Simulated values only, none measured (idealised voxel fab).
The process module presented herein is designated voxel fin reveal.
We display cut, a cross-section 275 nm in width whose square cells are each 5 nm.
Bands, listed from the top down, are how a cross-section gets written in this document; the cross-section itself is a grid of square cells, and a band is one or more rows of them. In this notation a band is specified by the heights of its top and bottom, in that order and in nm, after which its materials appear from left to right, each paired with its width in nm. The word "full width" attached to a single material means that material fills the band from edge to edge; the word "air" stands for empty space. Height reference: 0 = level under which incoming wafer is all one material. Lowest band: no bottom, runs on downward, e.g. "0 down". Per-row width for "30->40": begins at first number (top row of band), ends at second number (bottom row), increment between rows held constant. Any step labelled "no alteration" changed none of the cells in the cross-section. If an empty space has no open way to the top and is at least 8 cells in size, "Fully sealed cavities" lists it, written width x height at distance, where distance is measured from the left edge and every value is in nm. Post-settings text on a step line: simulator's own remark regarding the step. "overlay nm" answers the question of how far to the right of plan the mask lay on a step that has a mask, and when it is negative the answer is to the left.
### Listed below are the process steps as planned
- 1: RECEIVE, material Si
- 2: CONFORMAL_DEP, material SiN, thk nm 5
- 3: MASKED_ETCH, tone cover, mask id FINS, width nm 15, pitch nm 40, etch materials SiN, depth nm 5, overlay nm 0
- 4: MASKED_ETCH, tone cover, mask id FINS, width nm 15, pitch nm 40, etch materials Si, depth nm 30, overlay nm 0
- 5: FILL_DEP, material SiO2, thk nm 15
- 6: CMP, height nm 5
- 7: SELECTIVE_ETCH, etch materials SiO2, depth nm 25
- 8: STRIP, etch materials SiN
- 9: CONFORMAL_DEP, material SiO2, thk nm 5
### As-received wafer cross-section (after step 1)
- 0 down | Si full width
- Fully sealed cavities: none
### Final wafer profile in cross-section after the module, from the same start and plan as above, with one mistake made during processing
- 15 to 0 | 95 nm air; 85 nm SiO2; 95 nm air
- 0 to -5 | 95 nm air; 15 nm SiO2; 15 nm Si; 25 nm SiO2; 15 nm Si; 15 nm SiO2; 95 nm air
- -5 to -30 | 110 nm SiO2; 15 nm Si; 25 nm SiO2; 15 nm Si; 110 nm SiO2
- -30 down | Si full width
- Fully sealed cavities: none
Finding, execution versus plan: off-plan run, step 9, actual operation and settings CONFORMAL_DEP, material SiO2, thk nm 15
